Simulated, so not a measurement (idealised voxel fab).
Process module, titled voxel wiring stack
Each square cell in cross-section cut measures 5 nm, and the section as a whole is 250 nm wide.
A cross-section in this document is a grid of square cells, and it is written down as bands, the top band listed before the ones below it; a band is made up of one or more rows of cells. Heights first: top, then bottom, in nm. Then materials, left to right, each with a width in nm. "throughout" on a single material: fills the band edge to edge. "air": empty space. Heights are reckoned from 0. Under this level, the received wafer is all of one material. The bottommost band is open-ended downward, for example "top 0, no bottom". Width: "30 to 40" (first number = top row, second number = bottom row, same change from row to row of cells). "no alterations made" (step): cross-section cells unchanged, all of them. For the entry "Enclosed void inventory", the listed items are empty spaces with no open way to the top whose size is 8 cells or more; each item follows the pattern width x height at distance, where distance is from the left edge and all three are in nm. Read whatever lies past the settings on a step's line as the simulator's own remark about the step. The "overlay nm" setting may appear on a step's line; for a step that uses a mask, it gives how far to the right of its planned position the mask lay, and a negative value indicates the left.
Process steps foreseen in the plan:
- 1: op RECEIVE | material Si
- 2: op CONFORMAL_DEP | material SiO2 | thk nm 15
- 3: op CONFORMAL_DEP | material SiN | thk nm 5
- 4: op DIRECTIONAL_DEP | material lowk | thk nm 25
- 5: op MASKED_ETCH | tone open | mask id METAL_1 | width nm 30 | pitch nm 50 | etch materials lowk | depth nm 25 | overlay nm 0
- 6: op MASKED_ETCH | tone open | mask id METAL_1 | width nm 30 | pitch nm 50 | etch materials SiN | depth nm 5 | overlay nm 0
- 7: op CONFORMAL_DEP | material TiN | thk nm 5
- 8: op FILL_DEP | material Cu | thk nm 10
- 9: op CMP | height nm 45
- 10: op CONFORMAL_DEP | material SiCN | thk nm 5
- 11: op DIRECTIONAL_DEP | material lowk | thk nm 15
- 12: op DIRECTIONAL_DEP | material aC | thk nm 15
- 13: op PATTERN | tone open | mask id PLUG_1 | material resist | width nm 15 | pitch nm 50 | thk nm 30 | overlay nm 0
- 14: op DIRECTIONAL_ETCH | etch materials aC | depth nm 15
- 15: op STRIP | etch materials resist
- 16: op DIRECTIONAL_ETCH | etch materials lowk | depth nm 15
- 17: op DIRECTIONAL_ETCH | etch materials SiCN | depth nm 5
- 18: op STRIP | etch materials aC
- 19: op CONFORMAL_DEP | material TiN | thk nm 5
- 20: op FILL_DEP | material W | thk nm 10
- 21: op CMP | height nm 65
- 22: op CONFORMAL_DEP | material SiCN | thk nm 5
- 23: op DIRECTIONAL_DEP | material SiO2 | thk nm 20
- 24: op DIRECTIONAL_DEP | material aC | thk nm 15
- 25: op PATTERN | tone open | mask id METAL_2 | material resist | width nm 30 | pitch nm 50 | thk nm 35 | overlay nm 0
- 26: op DIRECTIONAL_ETCH | etch materials aC | depth nm 15
- 27: op STRIP | etch materials resist
- 28: op DIRECTIONAL_ETCH | etch materials SiO2 | depth nm 20
- 29: op DIRECTIONAL_ETCH | etch materials SiCN | depth nm 5
- 30: op STRIP | etch materials aC
- 31: op CONFORMAL_DEP | material TiN | thk nm 5
- 32: op FILL_DEP | material Cu | thk nm 5
- 33: op CMP | height nm 90
- 34: op CONFORMAL_DEP | material SiCN | thk nm 5
- 35: op DIRECTIONAL_DEP | material lowk | thk nm 10
- 36: op DIRECTIONAL_DEP | material aC | thk nm 10
- 37: op PATTERN | tone open | mask id PLUG_2 | material resist | width nm 15 | pitch nm 50 | thk nm 25 | overlay nm 0
- 38: op DIRECTIONAL_ETCH | etch materials aC | depth nm 10
- 39: op STRIP | etch materials resist
- 40: op DIRECTIONAL_ETCH | etch materials lowk | depth nm 10
- 41: op DIRECTIONAL_ETCH | etch materials SiCN | depth nm 5
- 42: op STRIP | etch materials aC
- 43: op EPI | material Ru | thk nm 10
- 44: op EPI | material Ru | thk nm 5
- 45: op CONFORMAL_DEP | material SiN | thk nm 5
- 46: op DIRECTIONAL_DEP | material SiO2 | thk nm 15
- 47: op DIRECTIONAL_DEP | material aC | thk nm 15
- 48: op PATTERN | tone open | mask id METAL_3 | material resist | width nm 30 | pitch nm 50 | thk nm 35 | overlay nm 0
- 49: op DIRECTIONAL_ETCH | etch materials aC | depth nm 15
- 50: op STRIP | etch materials resist
- 51: op DIRECTIONAL_ETCH | etch materials SiO2 | depth nm 15
- 52: op DIRECTIONAL_ETCH | etch materials SiN | depth nm 5
- 53: op STRIP | etch materials aC
- 54: op CONFORMAL_DEP | material TiN | thk nm 5
- 55: op FILL_DEP | material Cu | thk nm 5
- 56: op CMP | height nm 125
- 57: op EPI | material Ru | thk nm 5
- 58: op FILL_DEP | material SiCN | thk nm 5
On the first of the two wafers: run conducted according to plan:
Cross-section of the incoming wafer, state after step 1:
> top 0, no bottom  Si throughout
> Enclosed void inventory: none
After step 2, in cross-section:
> top 15, bottom 0  SiO2 throughout
> Everything below 0 is unchanged.
After step 3, in cross-section:
> top 20, bottom 15  SiN throughout
> Everything below 15 is unchanged.
After step 4, in cross-section:
> top 45, bottom 20  lowk throughout
> Everything below 20 is unchanged.
After step 5, in cross-section:
> top 45, bottom 20  35 lowk | 30 air | 20 lowk | 30 air | 20 lowk | 30 air | 20 lowk | 30 air | 35 lowk
> Everything below 20 is unchanged.
After step 6, in cross-section:
> top 45, bottom 20  35 lowk | 30 air | 20 lowk | 30 air | 20 lowk | 30 air | 20 lowk | 30 air | 35 lowk
> top 20, bottom 15  35 SiN | 30 air | 20 SiN | 30 air | 20 SiN | 30 air | 20 SiN | 30 air | 35 SiN
> Everything below 15 is unchanged.
After step 7, in cross-section:
> top 50, bottom 45  40 TiN | 20 air | 30 TiN | 20 air | 30 TiN | 20 air | 30 TiN | 20 air | 40 TiN
> top 45, bottom 20  35 lowk | 5 TiN | 20 air | 5 TiN | 20 lowk | 5 TiN | 20 air | 5 TiN | 20 lowk | 5 TiN | 20 air | 5 TiN | 20 lowk | 5 TiN | 20 air | 5 TiN | 35 lowk
> top 20, bottom 15  35 SiN | 30 TiN | 20 SiN | 30 TiN | 20 SiN | 30 TiN | 20 SiN | 30 TiN | 35 SiN
> Everything below 15 is unchanged.
After step 8, in cross-section:
> top 60, bottom 50  Cu throughout
> top 50, bottom 45  40 TiN | 20 Cu | 30 TiN | 20 Cu | 30 TiN | 20 Cu | 30 TiN | 20 Cu | 40 TiN
> top 45, bottom 20  35 lowk | 5 TiN | 20 Cu | 5 TiN | 20 lowk | 5 TiN | 20 Cu | 5 TiN | 20 lowk | 5 TiN | 20 Cu | 5 TiN | 20 lowk | 5 TiN | 20 Cu | 5 TiN | 35 lowk
> Everything below 20 is unchanged.
After step 9, in cross-section:
> top 45, bottom 20  35 lowk | 5 TiN | 20 Cu | 5 TiN | 20 lowk | 5 TiN | 20 Cu | 5 TiN | 20 lowk | 5 TiN | 20 Cu | 5 TiN | 20 lowk | 5 TiN | 20 Cu | 5 TiN | 35 lowk
> Everything below 20 is unchanged.
After step 10, in cross-section:
> top 50, bottom 45  SiCN throughout
> Everything below 45 is unchanged.
After step 11, in cross-section:
> top 65, bottom 50  lowk throughout
> Everything below 50 is unchanged.
After step 12, in cross-section:
> top 80, bottom 65  aC throughout
> Everything below 65 is unchanged.
After step 13, in cross-section:
> top 110, bottom 80  35 resist | 15 air | 35 resist | 15 air | 35 resist | 15 air | 35 resist | 15 air | 50 resist
> Everything below 80 is unchanged.
After step 14, in cross-section:
> top 95, bottom 80  35 resist | 15 air | 35 resist | 15 air | 35 resist | 15 air | 35 resist | 15 air | 50 resist
> top 80, bottom 65  35 aC | 15 air | 35 aC | 15 air | 35 aC | 15 air | 35 aC | 15 air | 50 aC
> Everything below 65 is unchanged.
After step 15, in cross-section:
> top 80, bottom 65  35 aC | 15 air | 35 aC | 15 air | 35 aC | 15 air | 35 aC | 15 air | 50 aC
> Everything below 65 is unchanged.
After step 16, in cross-section:
> top 80, bottom 65  35 aC | 15 air | 35 aC | 15 air | 35 aC | 15 air | 35 aC | 15 air | 50 aC
> top 65, bottom 50  35 lowk | 15 air | 35 lowk | 15 air | 35 lowk | 15 air | 35 lowk | 15 air | 50 lowk
> Everything below 50 is unchanged.
After step 17, in cross-section:
> top 80, bottom 65  35 aC | 15 air | 35 aC | 15 air | 35 aC | 15 air | 35 aC | 15 air | 50 aC
> top 65, bottom 50  35 lowk | 15 air | 35 lowk | 15 air | 35 lowk | 15 air | 35 lowk | 15 air | 50 lowk
> top 50, bottom 45  35 SiCN | 15 air | 35 SiCN | 15 air | 35 SiCN | 15 air | 35 SiCN | 15 air | 50 SiCN
> Everything below 45 is unchanged.
After step 18, in cross-section:
> top 65, bottom 50  35 lowk | 15 air | 35 lowk | 15 air | 35 lowk | 15 air | 35 lowk | 15 air | 50 lowk
> Everything below 50 is unchanged.
After step 19, in cross-section:
> top 70, bottom 65  40 TiN | 5 air | 45 TiN | 5 air | 45 TiN | 5 air | 45 TiN | 5 air | 55 TiN
> top 65, bottom 50  35 lowk | 5 TiN | 5 air | 5 TiN | 35 lowk | 5 TiN | 5 air | 5 TiN | 35 lowk | 5 TiN | 5 air | 5 TiN | 35 lowk | 5 TiN | 5 air | 5 TiN | 50 lowk
> top 50, bottom 45  35 SiCN | 15 TiN | 35 SiCN | 15 TiN | 35 SiCN | 15 TiN | 35 SiCN | 15 TiN | 50 SiCN
> Everything below 45 is unchanged.
After step 20, in cross-section:
> top 80, bottom 70  W throughout
> top 70, bottom 65  40 TiN | 5 W | 45 TiN | 5 W | 45 TiN | 5 W | 45 TiN | 5 W | 55 TiN
> top 65, bottom 50  35 lowk | 5 TiN | 5 W | 5 TiN | 35 lowk | 5 TiN | 5 W | 5 TiN | 35 lowk | 5 TiN | 5 W | 5 TiN | 35 lowk | 5 TiN | 5 W | 5 TiN | 50 lowk
> Everything below 50 is unchanged.
After step 21, in cross-section:
> top 65, bottom 50  35 lowk | 5 TiN | 5 W | 5 TiN | 35 lowk | 5 TiN | 5 W | 5 TiN | 35 lowk | 5 TiN | 5 W | 5 TiN | 35 lowk | 5 TiN | 5 W | 5 TiN | 50 lowk
> Everything below 50 is unchanged.
After step 22, in cross-section:
> top 70, bottom 65  SiCN throughout
> Everything below 65 is unchanged.
After step 23, in cross-section:
> top 90, bottom 70  SiO2 throughout
> Everything below 70 is unchanged.
After step 24, in cross-section:
> top 105, bottom 90  aC throughout
> Everything below 90 is unchanged.
After step 25, in cross-section:
> top 140, bottom 105  35 resist | 30 air | 20 resist | 30 air | 20 resist | 30 air | 20 resist | 30 air | 35 resist
> Everything below 105 is unchanged.
After step 26, in cross-section:
> top 125, bottom 105  35 resist | 30 air | 20 resist | 30 air | 20 resist | 30 air | 20 resist | 30 air | 35 resist
> top 105, bottom 90  35 aC | 30 air | 20 aC | 30 air | 20 aC | 30 air | 20 aC | 30 air | 35 aC
> Everything below 90 is unchanged.
After step 27, in cross-section:
> top 105, bottom 90  35 aC | 30 air | 20 aC | 30 air | 20 aC | 30 air | 20 aC | 30 air | 35 aC
> Everything below 90 is unchanged.
After step 28, in cross-section:
> top 105, bottom 90  35 aC | 30 air | 20 aC | 30 air | 20 aC | 30 air | 20 aC | 30 air | 35 aC
> top 90, bottom 70  35 SiO2 | 30 air | 20 SiO2 | 30 air | 20 SiO2 | 30 air | 20 SiO2 | 30 air | 35 SiO2
> Everything below 70 is unchanged.
After step 29, in cross-section:
> top 105, bottom 90  35 aC | 30 air | 20 aC | 30 air | 20 aC | 30 air | 20 aC | 30 air | 35 aC
> top 90, bottom 70  35 SiO2 | 30 air | 20 SiO2 | 30 air | 20 SiO2 | 30 air | 20 SiO2 | 30 air | 35 SiO2
> top 70, bottom 65  35 SiCN | 30 air | 20 SiCN | 30 air | 20 SiCN | 30 air | 20 SiCN | 30 air | 35 SiCN
> Everything below 65 is unchanged.
After step 30, in cross-section:
> top 90, bottom 70  35 SiO2 | 30 air | 20 SiO2 | 30 air | 20 SiO2 | 30 air | 20 SiO2 | 30 air | 35 SiO2
> Everything below 70 is unchanged.
After step 31, in cross-section:
> top 95, bottom 90  40 TiN | 20 air | 30 TiN | 20 air | 30 TiN | 20 air | 30 TiN | 20 air | 40 TiN
> top 90, bottom 70  35 SiO2 | 5 TiN | 20 air | 5 TiN | 20 SiO2 | 5 TiN | 20 air | 5 TiN | 20 SiO2 | 5 TiN | 20 air | 5 TiN | 20 SiO2 | 5 TiN | 20 air | 5 TiN | 35 SiO2
> top 70, bottom 65  35 SiCN | 30 TiN | 20 SiCN | 30 TiN | 20 SiCN | 30 TiN | 20 SiCN | 30 TiN | 35 SiCN
> Everything below 65 is unchanged.
After step 32, in cross-section:
> top 100, bottom 95  Cu throughout
> top 95, bottom 90  40 TiN | 20 Cu | 30 TiN | 20 Cu | 30 TiN | 20 Cu | 30 TiN | 20 Cu | 40 TiN
> top 90, bottom 70  35 SiO2 | 5 TiN | 20 Cu | 5 TiN | 20 SiO2 | 5 TiN | 20 Cu | 5 TiN | 20 SiO2 | 5 TiN | 20 Cu | 5 TiN | 20 SiO2 | 5 TiN | 20 Cu | 5 TiN | 35 SiO2
> Everything below 70 is unchanged.
After step 33, in cross-section:
> top 90, bottom 70  35 SiO2 | 5 TiN | 20 Cu | 5 TiN | 20 SiO2 | 5 TiN | 20 Cu | 5 TiN | 20 SiO2 | 5 TiN | 20 Cu | 5 TiN | 20 SiO2 | 5 TiN | 20 Cu | 5 TiN | 35 SiO2
> Everything below 70 is unchanged.
After step 34, in cross-section:
> top 95, bottom 90  SiCN throughout
> Everything below 90 is unchanged.
After step 35, in cross-section:
> top 105, bottom 95  lowk throughout
> Everything below 95 is unchanged.
After step 36, in cross-section:
> top 115, bottom 105  aC throughout
> Everything below 105 is unchanged.
After step 37, in cross-section:
> top 140, bottom 115  35 resist | 15 air | 35 resist | 15 air | 35 resist | 15 air | 35 resist | 15 air | 50 resist
> Everything below 115 is unchanged.
After step 38, in cross-section:
> top 130, bottom 115  35 resist | 15 air | 35 resist | 15 air | 35 resist | 15 air | 35 resist | 15 air | 50 resist
> top 115, bottom 105  35 aC | 15 air | 35 aC | 15 air | 35 aC | 15 air | 35 aC | 15 air | 50 aC
> Everything below 105 is unchanged.
After step 39, in cross-section:
> top 115, bottom 105  35 aC | 15 air | 35 aC | 15 air | 35 aC | 15 air | 35 aC | 15 air | 50 aC
> Everything below 105 is unchanged.
After step 40, in cross-section:
> top 115, bottom 105  35 aC | 15 air | 35 aC | 15 air | 35 aC | 15 air | 35 aC | 15 air | 50 aC
> top 105, bottom 95  35 lowk | 15 air | 35 lowk | 15 air | 35 lowk | 15 air | 35 lowk | 15 air | 50 lowk
> Everything below 95 is unchanged.
After step 41, in cross-section:
> top 115, bottom 105  35 aC | 15 air | 35 aC | 15 air | 35 aC | 15 air | 35 aC | 15 air | 50 aC
> top 105, bottom 95  35 lowk | 15 air | 35 lowk | 15 air | 35 lowk | 15 air | 35 lowk | 15 air | 50 lowk
> top 95, bottom 90  35 SiCN | 15 air | 35 SiCN | 15 air | 35 SiCN | 15 air | 35 SiCN | 15 air | 50 SiCN
> Everything below 90 is unchanged.
After step 42, in cross-section:
> top 105, bottom 95  35 lowk | 15 air | 35 lowk | 15 air | 35 lowk | 15 air | 35 lowk | 15 air | 50 lowk
> Everything below 95 is unchanged.
After step 43, in cross-section:
> top 105, bottom 100  35 lowk | 15 air | 35 lowk | 15 air | 35 lowk | 15 air | 35 lowk | 15 air | 50 lowk
> top 100, bottom 95  35 lowk | 15 Ru | 35 lowk | 15 Ru | 35 lowk | 15 Ru | 35 lowk | 15 Ru | 50 lowk
> top 95, bottom 90  35 SiCN | 15 Ru | 35 SiCN | 15 Ru | 35 SiCN | 15 Ru | 35 SiCN | 15 Ru | 50 SiCN
> Everything below 90 is unchanged.
After step 44, in cross-section:
> top 105, bottom 95  35 lowk | 15 Ru | 35 lowk | 15 Ru | 35 lowk | 15 Ru | 35 lowk | 15 Ru | 50 lowk
> Everything below 95 is unchanged.
After step 45, in cross-section:
> top 110, bottom 105  SiN throughout
> Everything below 105 is unchanged.
After step 46, in cross-section:
> top 125, bottom 110  SiO2 throughout
> Everything below 110 is unchanged.
After step 47, in cross-section:
> top 140, bottom 125  aC throughout
> Everything below 125 is unchanged.
After step 48, in cross-section:
> top 175, bottom 140  35 resist | 30 air | 20 resist | 30 air | 20 resist | 30 air | 20 resist | 30 air | 35 resist
> Everything below 140 is unchanged.
After step 49, in cross-section:
> top 160, bottom 140  35 resist | 30 air | 20 resist | 30 air | 20 resist | 30 air | 20 resist | 30 air | 35 resist
> top 140, bottom 125  35 aC | 30 air | 20 aC | 30 air | 20 aC | 30 air | 20 aC | 30 air | 35 aC
> Everything below 125 is unchanged.
After step 50, in cross-section:
> top 140, bottom 125  35 aC | 30 air | 20 aC | 30 air | 20 aC | 30 air | 20 aC | 30 air | 35 aC
> Everything below 125 is unchanged.
After step 51, in cross-section:
> top 140, bottom 125  35 aC | 30 air | 20 aC | 30 air | 20 aC | 30 air | 20 aC | 30 air | 35 aC
> top 125, bottom 110  35 SiO2 | 30 air | 20 SiO2 | 30 air | 20 SiO2 | 30 air | 20 SiO2 | 30 air | 35 SiO2
> Everything below 110 is unchanged.
After step 52, in cross-section:
> top 140, bottom 125  35 aC | 30 air | 20 aC | 30 air | 20 aC | 30 air | 20 aC | 30 air | 35 aC
> top 125, bottom 110  35 SiO2 | 30 air | 20 SiO2 | 30 air | 20 SiO2 | 30 air | 20 SiO2 | 30 air | 35 SiO2
> top 110, bottom 105  35 SiN | 30 air | 20 SiN | 30 air | 20 SiN | 30 air | 20 SiN | 30 air | 35 SiN
> Everything below 105 is unchanged.
After step 53, in cross-section:
> top 125, bottom 110  35 SiO2 | 30 air | 20 SiO2 | 30 air | 20 SiO2 | 30 air | 20 SiO2 | 30 air | 35 SiO2
> Everything below 110 is unchanged.
After step 54, in cross-section:
> top 130, bottom 125  40 TiN | 20 air | 30 TiN | 20 air | 30 TiN | 20 air | 30 TiN | 20 air | 40 TiN
> top 125, bottom 110  35 SiO2 | 5 TiN | 20 air | 5 TiN | 20 SiO2 | 5 TiN | 20 air | 5 TiN | 20 SiO2 | 5 TiN | 20 air | 5 TiN | 20 SiO2 | 5 TiN | 20 air | 5 TiN | 35 SiO2
> top 110, bottom 105  35 SiN | 30 TiN | 20 SiN | 30 TiN | 20 SiN | 30 TiN | 20 SiN | 30 TiN | 35 SiN
> Everything below 105 is unchanged.
After step 55, in cross-section:
> top 135, bottom 130  Cu throughout
> top 130, bottom 125  40 TiN | 20 Cu | 30 TiN | 20 Cu | 30 TiN | 20 Cu | 30 TiN | 20 Cu | 40 TiN
> top 125, bottom 110  35 SiO2 | 5 TiN | 20 Cu | 5 TiN | 20 SiO2 | 5 TiN | 20 Cu | 5 TiN | 20 SiO2 | 5 TiN | 20 Cu | 5 TiN | 20 SiO2 | 5 TiN | 20 Cu | 5 TiN | 35 SiO2
> Everything below 110 is unchanged.
After step 56, in cross-section:
> top 125, bottom 110  35 SiO2 | 5 TiN | 20 Cu | 5 TiN | 20 SiO2 | 5 TiN | 20 Cu | 5 TiN | 20 SiO2 | 5 TiN | 20 Cu | 5 TiN | 20 SiO2 | 5 TiN | 20 Cu | 5 TiN | 35 SiO2
> Everything below 110 is unchanged.
After step 57, in cross-section:
> top 130, bottom 125  30 air | 40 Ru | 10 air | 40 Ru | 10 air | 40 Ru | 10 air | 40 Ru | 30 air
> Everything below 125 is unchanged.
After step 58, in cross-section:
> top 135, bottom 130  SiCN throughout
> top 130, bottom 125  30 SiCN | 40 Ru | 10 SiCN | 40 Ru | 10 SiCN | 40 Ru | 10 SiCN | 40 Ru | 30 SiCN
> Everything below 125 is unchanged.
Second wafer, same starting conditions and recipe as the first, one mistake in executing it, nothing differs from the first up to and including step 42:
Cross-section, second wafer, at the end time the plan gives for step 43:
> top 110, bottom 105  30 air | 25 Ru | 25 air | 25 Ru | 25 air | 25 Ru | 25 air | 25 Ru | 45 air
> top 105, bottom 95  35 lowk | 15 Ru | 35 lowk | 15 Ru | 35 lowk | 15 Ru | 35 lowk | 15 Ru | 50 lowk
> top 95, bottom 90  35 SiCN | 15 Ru | 35 SiCN | 15 Ru | 35 SiCN | 15 Ru | 35 SiCN | 15 Ru | 50 SiCN
> Everything below 90 is unchanged.
Cross-section, second wafer, at the end time the plan gives for step 44:
> top 115, bottom 105  25 air | 35 Ru | 15 air | 35 Ru | 15 air | 35 Ru | 15 air | 35 Ru | 40 air
> Everything below 105 is unchanged.
Cross-section, second wafer, at the end time the plan gives for step 45:
> top 120, bottom 115  20 air | 45 SiN | 5 air | 45 SiN | 5 air | 45 SiN | 5 air | 45 SiN | 35 air
> top 115, bottom 110  20 air | 5 SiN | 35 Ru | 5 SiN | 5 air | 5 SiN | 35 Ru | 5 SiN | 5 air | 5 SiN | 35 Ru | 5 SiN | 5 air | 5 SiN | 35 Ru | 5 SiN | 35 air
> top 110, bottom 105  25 SiN | 35 Ru | 15 SiN | 35 Ru | 15 SiN | 35 Ru | 15 SiN | 35 Ru | 40 SiN
> Everything below 105 is unchanged.
Cross-section, second wafer, at the end time the plan gives for step 46:
> top 135, bottom 125  20 air | 45 SiO2 | 5 air | 45 SiO2 | 5 air | 45 SiO2 | 5 air | 45 SiO2 | 35 air
> top 125, bottom 120  SiO2 throughout
> top 120, bottom 115  20 SiO2 | 45 SiN | 5 SiO2 | 45 SiN | 5 SiO2 | 45 SiN | 5 SiO2 | 45 SiN | 35 SiO2
> top 115, bottom 110  20 SiO2 | 5 SiN | 35 Ru | 5 SiN | 5 SiO2 | 5 SiN | 35 Ru | 5 SiN | 5 SiO2 | 5 SiN | 35 Ru | 5 SiN | 5 SiO2 | 5 SiN | 35 Ru | 5 SiN | 35 SiO2
> Everything below 110 is unchanged.
Cross-section, second wafer, at the end time the plan gives for step 47:
> top 150, bottom 140  20 air | 45 aC | 5 air | 45 aC | 5 air | 45 aC | 5 air | 45 aC | 35 air
> top 140, bottom 135  aC throughout
> top 135, bottom 125  20 aC | 45 SiO2 | 5 aC | 45 SiO2 | 5 aC | 45 SiO2 | 5 aC | 45 SiO2 | 35 aC
> Everything below 125 is unchanged.
Cross-section, second wafer, at the end time the plan gives for step 48:
> top 185, bottom 150  35 resist | 30 air | 20 resist | 30 air | 20 resist | 30 air | 20 resist | 30 air | 35 resist
> top 150, bottom 140  20 resist | 45 aC | 5 resist | 45 aC | 5 resist | 45 aC | 5 resist | 45 aC | 35 resist
> Everything below 140 is unchanged.
Cross-section, second wafer, at the end time the plan gives for step 49:
> top 170, bottom 150  35 resist | 30 air | 20 resist | 30 air | 20 resist | 30 air | 20 resist | 30 air | 35 resist
> top 150, bottom 140  20 resist | 15 aC | 30 air | 5 resist | 15 aC | 30 air | 5 resist | 15 aC | 30 air | 5 resist | 15 aC | 30 air | 35 resist
> top 140, bottom 135  35 aC | 30 air | 20 aC | 30 air | 20 aC | 30 air | 20 aC | 30 air | 35 aC
> Everything below 135 is unchanged.
Cross-section, second wafer, at the end time the plan gives for step 50:
> top 150, bottom 140  20 air | 15 aC | 35 air | 15 aC | 35 air | 15 aC | 35 air | 15 aC | 65 air
> Everything below 140 is unchanged.
Cross-section, second wafer, at the end time the plan gives for step 51:
> top 150, bottom 140  20 air | 15 aC | 35 air | 15 aC | 35 air | 15 aC | 35 air | 15 aC | 65 air
> top 140, bottom 135  35 aC | 30 air | 20 aC | 30 air | 20 aC | 30 air | 20 aC | 30 air | 35 aC
> top 135, bottom 125  20 aC | 15 SiO2 | 30 air | 5 aC | 15 SiO2 | 30 air | 5 aC | 15 SiO2 | 30 air | 5 aC | 15 SiO2 | 30 air | 35 aC
> top 125, bottom 120  35 SiO2 | 30 air | 20 SiO2 | 30 air | 20 SiO2 | 30 air | 20 SiO2 | 30 air | 35 SiO2
> Everything below 120 is unchanged.
Cross-section, second wafer, at the end time the plan gives for step 52:
> top 150, bottom 140  20 air | 15 aC | 35 air | 15 aC | 35 air | 15 aC | 35 air | 15 aC | 65 air
> top 140, bottom 135  35 aC | 30 air | 20 aC | 30 air | 20 aC | 30 air | 20 aC | 30 air | 35 aC
> top 135, bottom 125  20 aC | 15 SiO2 | 30 air | 5 aC | 15 SiO2 | 30 air | 5 aC | 15 SiO2 | 30 air | 5 aC | 15 SiO2 | 30 air | 35 aC
> top 125, bottom 120  35 SiO2 | 30 air | 20 SiO2 | 30 air | 20 SiO2 | 30 air | 20 SiO2 | 30 air | 35 SiO2
> top 120, bottom 115  20 SiO2 | 15 SiN | 30 air | 5 SiO2 | 15 SiN | 30 air | 5 SiO2 | 15 SiN | 30 air | 5 SiO2 | 15 SiN | 30 air | 35 SiO2
> Everything below 115 is unchanged.
Cross-section, second wafer, at the end time the plan gives for step 53:
> top 135, bottom 125  20 air | 15 SiO2 | 35 air | 15 SiO2 | 35 air | 15 SiO2 | 35 air | 15 SiO2 | 65 air
> Everything below 125 is unchanged.
Cross-section, second wafer, at the end time the plan gives for step 54:
> top 140, bottom 135  15 air | 25 TiN | 25 air | 25 TiN | 25 air | 25 TiN | 25 air | 25 TiN | 60 air
> top 135, bottom 130  15 air | 5 TiN | 15 SiO2 | 5 TiN | 25 air | 5 TiN | 15 SiO2 | 5 TiN | 25 air | 5 TiN | 15 SiO2 | 5 TiN | 25 air | 5 TiN | 15 SiO2 | 5 TiN | 60 air
> top 130, bottom 125  20 TiN | 15 SiO2 | 5 TiN | 20 air | 10 TiN | 15 SiO2 | 5 TiN | 20 air | 10 TiN | 15 SiO2 | 5 TiN | 20 air | 10 TiN | 15 SiO2 | 5 TiN | 20 air | 40 TiN
> top 125, bottom 120  35 SiO2 | 5 TiN | 20 air | 5 TiN | 20 SiO2 | 5 TiN | 20 air | 5 TiN | 20 SiO2 | 5 TiN | 20 air | 5 TiN | 20 SiO2 | 5 TiN | 20 air | 5 TiN | 35 SiO2
> top 120, bottom 115  20 SiO2 | 15 SiN | 30 TiN | 5 SiO2 | 15 SiN | 30 TiN | 5 SiO2 | 15 SiN | 30 TiN | 5 SiO2 | 15 SiN | 30 TiN | 35 SiO2
> Everything below 115 is unchanged.
Cross-section, second wafer, at the end time the plan gives for step 55:
> top 145, bottom 140  Cu throughout
> top 140, bottom 135  15 Cu | 25 TiN | 25 Cu | 25 TiN | 25 Cu | 25 TiN | 25 Cu | 25 TiN | 60 Cu
> top 135, bottom 130  15 Cu | 5 TiN | 15 SiO2 | 5 TiN | 25 Cu | 5 TiN | 15 SiO2 | 5 TiN | 25 Cu | 5 TiN | 15 SiO2 | 5 TiN | 25 Cu | 5 TiN | 15 SiO2 | 5 TiN | 60 Cu
> top 130, bottom 125  20 TiN | 15 SiO2 | 5 TiN | 20 Cu | 10 TiN | 15 SiO2 | 5 TiN | 20 Cu | 10 TiN | 15 SiO2 | 5 TiN | 20 Cu | 10 TiN | 15 SiO2 | 5 TiN | 20 Cu | 40 TiN
> top 125, bottom 120  35 SiO2 | 5 TiN | 20 Cu | 5 TiN | 20 SiO2 | 5 TiN | 20 Cu | 5 TiN | 20 SiO2 | 5 TiN | 20 Cu | 5 TiN | 20 SiO2 | 5 TiN | 20 Cu | 5 TiN | 35 SiO2
> Everything below 120 is unchanged.
Cross-section, second wafer, at the end time the plan gives for step 56:
> top 125, bottom 120  35 SiO2 | 5 TiN | 20 Cu | 5 TiN | 20 SiO2 | 5 TiN | 20 Cu | 5 TiN | 20 SiO2 | 5 TiN | 20 Cu | 5 TiN | 20 SiO2 | 5 TiN | 20 Cu | 5 TiN | 35 SiO2
> Everything below 120 is unchanged.
Cross-section, second wafer, at the end time the plan gives for step 57:
> top 130, bottom 125  30 air | 40 Ru | 10 air | 40 Ru | 10 air | 40 Ru | 10 air | 40 Ru | 30 air
> Everything below 125 is unchanged.
Cross-section, second wafer, at the end time the plan gives for step 58:
> top 135, bottom 130  SiCN throughout
> top 130, bottom 125  30 SiCN | 40 Ru | 10 SiCN | 40 Ru | 10 SiCN | 40 Ru | 10 SiCN | 40 Ru | 30 SiCN
> Everything below 125 is unchanged.
Error vs. plan: step 43 of the plan saw execution twice
Counted in cells at the end, the second wafer holds more or fewer of these materials than the first: Cu: 32 fewer | Ru: 56 more | SiN: 16 more | SiO2: 24 fewer | TiN: 16 fewer
